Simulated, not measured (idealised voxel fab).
Module name: voxel self aligned vias (process module)
cross-section cut | 265 nm wide | cells 5 nm
In what follows, cross-sections appear as grids of square cells, described through bands that run from the top down, where every band is one or more rows of cells.
Look at the band entry: it leads with the top's height and the bottom's height in nm. Then it lists the materials left to right, with a width in nm for each. The word "all across" on a single material says that material fills the band edge to edge. The word "empty" is empty space.
The reference from which all heights are counted is 0, the level beneath which the as-received wafer is entirely one material; the lowest band, having no lower bound, proceeds downward and is written after the example "top 0, no bottom".
The notation "30->40" denotes a width that varies across the rows of cells in the band, beginning at the first number in the top row, finishing at the second number in the bottom row, and changing by an identical amount from each row to the next.
"changes: none" after a step means that no cell of the cross-section changed.
"Enclosed empty spaces" enumerates empty spaces isolated from the top, with no open way to it, that contain at least 8 cells, giving each as width x height at distance from the left edge, all three in nm.
Note: text after step settings on the step line = simulator remark on that step.
"overlay nm" on a masked step: distance the mask lay right of its planned place, negative for left.

The steps planned for the process are as follows:
1 RECEIVE | material Si
2 CONFORMAL_DEP | material SiO2 | thk nm 15
3 CONFORMAL_DEP | material SiCN | thk nm 5
4 DIRECTIONAL_DEP | material lowk | thk nm 25
5 DIRECTIONAL_DEP | material aC | thk nm 10
6 PATTERN | tone open | mask id LINES | material resist | width nm 30 | pitch nm 80 | thk nm 30 | overlay nm 0
7 DIRECTIONAL_ETCH | etch materials aC | depth nm 10
8 STRIP | etch materials resist
9 DIRECTIONAL_ETCH | etch materials lowk | depth nm 25
10 STRIP | etch materials aC
11 CONFORMAL_DEP | material TiN | thk nm 5
12 FILL_DEP | material Ru | thk nm 10
13 CMP | height nm 45
14 SELECTIVE_ETCH | etch materials W Ru TiN | depth nm 10
15 FILL_DEP | material SiN | thk nm 5
16 CMP | height nm 45
17 DIRECTIONAL_DEP | material lowk | thk nm 15
18 DIRECTIONAL_DEP | material aC | thk nm 10
19 PATTERN | tone open | mask id VIAS | material resist | width nm 50 | pitch nm 160 | thk nm 30 | overlay nm 0
20 DIRECTIONAL_ETCH | etch materials aC | depth nm 10
21 STRIP | etch materials resist
22 DIRECTIONAL_ETCH | etch materials lowk | depth nm 15
23 DIRECTIONAL_ETCH | etch materials SiN | depth nm 10
24 STRIP | etch materials aC
25 CONFORMAL_DEP | material TiN | thk nm 5
26 FILL_DEP | material Cu | thk nm 10
27 CMP | height nm 60
28 CONFORMAL_DEP | material SiCN | thk nm 5

Wafer at receipt (post step 1), cross-section:
top 0, no bottom: Si all across
Enclosed empty spaces: none

Starting structure and process plan are as shown above, but one mistake was made in running the module; the wafer cross-section at the end of the module follows:
top 65, bottom 60: SiCN all across
top 60, bottom 45: 25 of lowk, then 5 of TiN, then 40 of Cu, then 5 of TiN, then 110 of lowk, then 5 of TiN, then 40 of Cu, then 5 of TiN, then 30 of lowk
top 45, bottom 40: 25 of lowk, then 5 of TiN, then 40 of Cu, then 5 of TiN, then 40 of lowk, then 30 of SiN, then 40 of lowk, then 5 of TiN, then 40 of Cu, then 5 of TiN, then 30 of lowk
top 40, bottom 35: 25 of lowk, then 50 of TiN, then 40 of lowk, then 30 of SiN, then 40 of lowk, then 50 of TiN, then 30 of lowk
top 35, bottom 25: 25->35 of lowk, then 15->5 of TiN, then 20 of Ru, then 15->5 of TiN, then 40->50 of lowk, then 5 of TiN, then 20 of Ru, then 5 of TiN, then 40->50 of lowk, then 15->5 of TiN, then 20 of Ru, then 15->5 of TiN, then 30->40 of lowk
top 25, bottom 20: 35 of lowk, then 30 of TiN, then 50 of lowk, then 30 of TiN, then 50 of lowk, then 30 of TiN, then 40 of lowk
top 20, bottom 15: SiCN all across
top 15, bottom 0: SiO2 all across
top 0, no bottom: Si all across
Enclosed empty spaces: none
Deviation noted in wafer processing: the plan's step 22 ran twice
